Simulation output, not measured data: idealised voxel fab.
A process module follows: voxel local oxidation.
Square cell edge 5 nm, section width 205 nm, ID cut.
Reading order for cross-sections: top band down to bottom band. Underlying form: a grid of square cells. Band size: one or more rows of cells.
In this notation a band is specified by the heights of its top and bottom, in that order and in nm, after which its materials appear from left to right, each paired with its width in nm. The word "full width" attached to a single material means that material fills the band from edge to edge; the word "air" stands for empty space.
Heights are expressed relative to 0, this being the level below which the as-received wafer comprises one material exclusively. The lowest band is unbounded in the downward direction and is denoted as in "from 0 down".
With a width like "30->40", each row of cells in the band differs from the next by the same amount, the top row carrying the first number and the bottom row the second.
What does "no change" mean for a step? It means no cell of the cross-section changed in that step.
Entry "Closed voids list" = empty spaces >= 8 cells with no open way to the top; each as width x height at distance, distance from left edge, all nm.
If you see something after the settings on a step's line, that's the simulator's own remark about that step.
The setting "overlay nm" may be written on the line of a step. When the step uses a mask, the value reports how far to the right of the planned place the mask lay, and a negative value reports that it lay to the left.

## This section lists the process steps that were planned
step 1: op RECEIVE | material Si
step 2: op OXIDIZE | depth nm 5
step 3: op CONFORMAL_DEP | material SiN | thk nm 10
step 4: op MASKED_ETCH | tone cover | mask id ACTIVE | width nm 105 | etch materials SiN | depth nm 10 | overlay nm -15
step 5: op SELECTIVE_ETCH | etch materials SiO2 | depth nm 5
step 6: op OXIDIZE | depth nm 10
step 7: op STRIP | etch materials SiN
It is noted that the wafers described herein are identical at the outset and are distinguished by the overlay nm of step 4; the value stated in the plan corresponds to the first wafer.

## Here's the first of the wafers in cross-section, just as we got it, i.e. after step 1
> from 0 down = Si full width
> Closed voids list: none

## Take any row and you have a wafer at the end of the module: how many cells of each material it has gained (+) or lost (-) since it was received, and then its closed voids
overlay nm -15, -93 Si, +71 SiO2, Closed voids list: none
overlay nm -10, -93 Si, +71 SiO2, Closed voids list: none
overlay nm -5, -93 Si, +71 SiO2, Closed voids list: none
overlay nm 0, -93 Si, +71 SiO2, Closed voids list: none
overlay nm 5, -93 Si, +71 SiO2, Closed voids list: none
overlay nm 10, -93 Si, +71 SiO2, Closed voids list: none
overlay nm 15, -93 Si, +71 SiO2, Closed voids list: none
